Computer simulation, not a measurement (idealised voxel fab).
The process module presented herein is designated voxel tone inversion.
Pictured: cross-section cut, 295 nm wide, on a grid of 5 nm square cells.
A cross-section is written here as square cells arranged in a grid, and it is given in bands from the top down, each band taking up one or more rows of cells.
The entry gives the band's vertical extent as a top height and a bottom height in nm, then its horizontal make-up as materials from left to right, each with a width in nm. "air" stands for empty space; a single material marked "all across" fills the band edge to edge.
Heads up on the height convention: 0 is the point under which the incoming wafer is all one material, and the lowest band has no bottom, it just keeps going down, like "top 0, no bottom".
A width such as "30->40" changes by the same amount from each row of cells to the next, from the band's top row to its bottom row.
Step note "no change occurred" = no cross-section cell changed.
Listed in "Completely sealed voids": every empty space of 8 or more cells without an open way to the top. Form: width x height at distance, the distance being from the left edge, all in nm.
after a step's settings: what the simulator itself notes on the step
On any step carrying a mask, the "overlay nm" setting, if present on the step's line, tells how far right of its planned place the mask lay; negative values point to the left.
**The steps planned for the process are as follows**
1. RECEIVE: material Si
2. CONFORMAL_DEP: material SiN, thk nm 10
3. DIRECTIONAL_DEP: material polySi, thk nm 15
4. PATTERN: tone cover, mask id POSTS, material resist, width nm 15, pitch nm 40, thk nm 25, overlay nm 0
5. DIRECTIONAL_ETCH: etch materials polySi, depth nm 15
6. STRIP: etch materials resist
7. FILL_DEP: material lowk, thk nm 5
8. CMP: height nm 25
9. STRIP: etch materials polySi
10. CONFORMAL_DEP: material TiN, thk nm 5
11. FILL_DEP: material Ru, thk nm 5
12. CMP: height nm 25
13. CONFORMAL_DEP: material SiN, thk nm 5
**As-received state of the wafer in cross-section, equivalent to post-step 1**
  top 0, no bottom  Si all across
  Completely sealed voids: none
**First of two wafers at the end of the module, shown in cross-section; run carried out as planned**
  top 30, bottom 25  SiN all across
  top 25, bottom 15  120 of lowk | 5 of TiN | 5 of Ru | 5 of TiN | 25 of lowk | 5 of TiN | 5 of Ru | 5 of TiN | 120 of lowk
  top 15, bottom 10  120 of lowk | 15 of TiN | 25 of lowk | 15 of TiN | 120 of lowk
  top 10, bottom 0  SiN all across
  top 0, no bottom  Si all across
  Completely sealed voids: none
**Module end: cross-section of wafer two of two. Same start and process plan as the first wafer. One mistake during execution**
  top 30, bottom 25  SiN all across
  top 25, bottom 15  115 of Ru | 5 of TiN | 15 of lowk | 5 of TiN | 15 of Ru | 5 of TiN | 15 of lowk | 5 of TiN | 115 of Ru
  top 15, bottom 10  120 of TiN | 15 of lowk | 25 of TiN | 15 of lowk | 120 of TiN
  top 10, bottom 0  SiN all across
  top 0, no bottom  Si all across
  Completely sealed voids: none
Short version of what went wrong: step 4 was run on a setting that differed from the plan, and what really ran there is PATTERN: tone open, mask id POSTS, material resist, width nm 15, pitch nm 40, thk nm 25, overlay nm 0
Final tally in cells, some materials are higher or lower on the second wafer than on the first: +94 Ru, +47 TiN, -141 lowk
